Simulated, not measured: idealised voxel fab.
Documented hereafter: the process module known as voxel plated lines.
In the cross-section labelled cut, the width is 200 nm and each square cell is 5 nm.
Cross-section spec: square-cell grid; bands listed top down; each band is one or more rows. First you get the band's top height and its bottom height, in nm, and then the materials it's made of, left to right, with each width in nm. If you see a single material with "all across", that one covers the band edge to edge. "empty" is empty space. Heads up on the height convention: 0 is the point under which the incoming wafer is all one material, and the lowest band has no bottom, it just keeps going down, like "0..down". The width entry "30..40" should be interpreted row by row: the top row of cells in the band takes the first number, the bottom row takes the second number, and the change between adjacent rows is uniform throughout. A step reported as "no modification" is a step in which no cell of the cross-section changed. In "Entrapped voids" the enclosed voids are listed, meaning empty spaces of 8 cells or larger without any opening to the top. The form is width x height at distance, distance from the left edge, units nm. Step line, after settings: the simulator's comment on this step. overlay nm: step with mask; distance mask lay right of planned place; negative value = left of planned place.
# The following list gives the planned process steps
step 1: op RECEIVE | material Si
step 2: op CONFORMAL_DEP | material Al2O3 | thk nm 10
step 3: op DIRECTIONAL_DEP | material TiN | thk nm 5
step 4: op PATTERN | tone open | mask id LINES | material resist | width nm 25 | pitch nm 55 | thk nm 35 | overlay nm 0
step 5: op EPI | material Ru | thk nm 10
step 6: op EPI | material Ru | thk nm 5
step 7: op EPI | material Ru | thk nm 5
step 8: op STRIP | etch materials resist
step 9: op DIRECTIONAL_ETCH | etch materials TiN | depth nm 5
step 10: op CONFORMAL_DEP | material SiN | thk nm 10
# Cross-section of the wafer upon arrival, representing the state reached after step 1
* 0..down  Si all across
* Entrapped voids: none
# What the wafer looks like in cross-section after this module, when it starts as shown above and follows the plan above but one mistake is made in running it
* 35..25  50 empty; 45 SiN; 10 empty; 45 SiN; 50 empty
* 25..20  50 empty; 10 SiN; 25 Ru; 10 SiN; 10 empty; 10 SiN; 25 Ru; 10 SiN; 50 empty
* 20..15  60 SiN; 25 Ru; 30 SiN; 25 Ru; 60 SiN
* 15..10  60 SiN; 25 TiN; 30 SiN; 25 TiN; 60 SiN
* 10..0  Al2O3 all across
* 0..down  Si all across
* Entrapped voids: none
Want to know what went wrong? with respect to the plan, step 5 was omitted and not executed
